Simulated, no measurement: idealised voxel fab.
voxel ribs on slabs: a process module
Displayed cross-section: cut, width of 225 nm, square cells sized 5 nm.
Cross-section layout: square cells on a grid; listed as bands, top to bottom; a band spans one or more cell rows. Look at the band entry: it leads with the top's height and the bottom's height in nm. Then it lists the materials left to right, with a width in nm for each. The word "everywhere" on a single material says that material fills the band edge to edge. The word "blank" is empty space. Note: height 0 marks the level under which the wafer is uniformly one material as received. Lowest band unbounded below, written "0 -> down". Read "30->40" as a graded width: first number on top, second number at the bottom, same change between each pair of neighbouring rows. Where a step carries "nothing changed", the cross-section came out of it unchanged, cell for cell. Empty spaces without an open route to the top, at least 8 cells in extent, make up the entry "Trapped voids"; each is given as width x height at distance, where the distance is measured from the left edge, and all are in nm. The remark found on a step's line after its settings is issued by the simulator itself and pertains to that step. If you see "overlay nm" on a step's line and that step has a mask, it's telling you how far right of where it was planned the mask ended up; a negative number means it went left instead.

[Intended process steps]
1) op RECEIVE | material Si
2) op DIRECTIONAL_DEP | material SiO2 | thk nm 20
3) op DIRECTIONAL_DEP | material SiN | thk nm 20
4) op MASKED_ETCH | tone cover | mask id RIB | width nm 30 | etch materials SiN | depth nm 10 | overlay nm 0
5) op PATTERN | tone cover | mask id SLAB | material resist | width nm 80 | thk nm 20 | overlay nm 0
6) op DIRECTIONAL_ETCH | etch materials SiN | depth nm 10
7) op STRIP | etch materials resist
8) op FILL_DEP | material SiO2 | thk nm 20
9) op CMP | height nm 60
10) op DIRECTIONAL_DEP | material W | thk nm 10
11) op DIRECTIONAL_DEP | material aC | thk nm 15
12) op PATTERN | tone cover | mask id HEATER | material resist | width nm 40 | thk nm 30 | overlay nm 0
13) op DIRECTIONAL_ETCH | etch materials aC | depth nm 15
14) op STRIP | etch materials resist
15) op DIRECTIONAL_ETCH | etch materials W | depth nm 10
16) op STRIP | etch materials aC
17) op CONFORMAL_DEP | material SiN | thk nm 5
The value of thk nm given for step 2 in the plan refers to the first wafer; the wafers vary in this setting and are alike at the start.

[Cross-section, first of several wafers, as delivered after step 1]
  0 -> down  Si everywhere
  Trapped voids: none

[Cross-section of the first of several wafers once the module has run through its last step, step 17]
  75 -> 70  blank=85; SiN=50; blank=90
  70 -> 65  blank=85; SiN=5; W=40; SiN=5; blank=90
  65 -> 60  SiN=90; W=40; SiN=95
  60 -> 40  SiO2 everywhere
  40 -> 30  SiO2=95; SiN=30; SiO2=100
  30 -> 20  SiO2=70; SiN=80; SiO2=75
  20 -> 0  SiO2 everywhere
  0 -> down  Si everywhere
  Trapped voids: none

[Last-wafer cross-section at the end of the module]
  75 -> 70  blank=85; SiN=50; blank=90
  70 -> 65  blank=85; SiN=5; W=40; SiN=5; blank=90
  65 -> 60  SiN=90; W=40; SiN=95
  60 -> 50  SiO2=95; SiN=30; SiO2=100
  50 -> 40  SiO2=70; SiN=80; SiO2=75
  40 -> 0  SiO2 everywhere
  0 -> down  Si everywhere
  Trapped voids: none

[What follows is a table in which each wafer occupies a row; for the wafer as it stands at the close of the module, the row states, material by material, how many cells have been gained (+) or lost (-) since receipt, and then gives its closed voids]
thk nm 20, +93 SiN, +496 SiO2, +16 W, Trapped voids: none
thk nm 25, +93 SiN, +496 SiO2, +16 W, Trapped voids: none
thk nm 30, +93 SiN, +496 SiO2, +16 W, Trapped voids: none
thk nm 35, +93 SiN, +496 SiO2, +16 W, Trapped voids: none
thk nm 40, +93 SiN, +496 SiO2, +16 W, Trapped voids: none
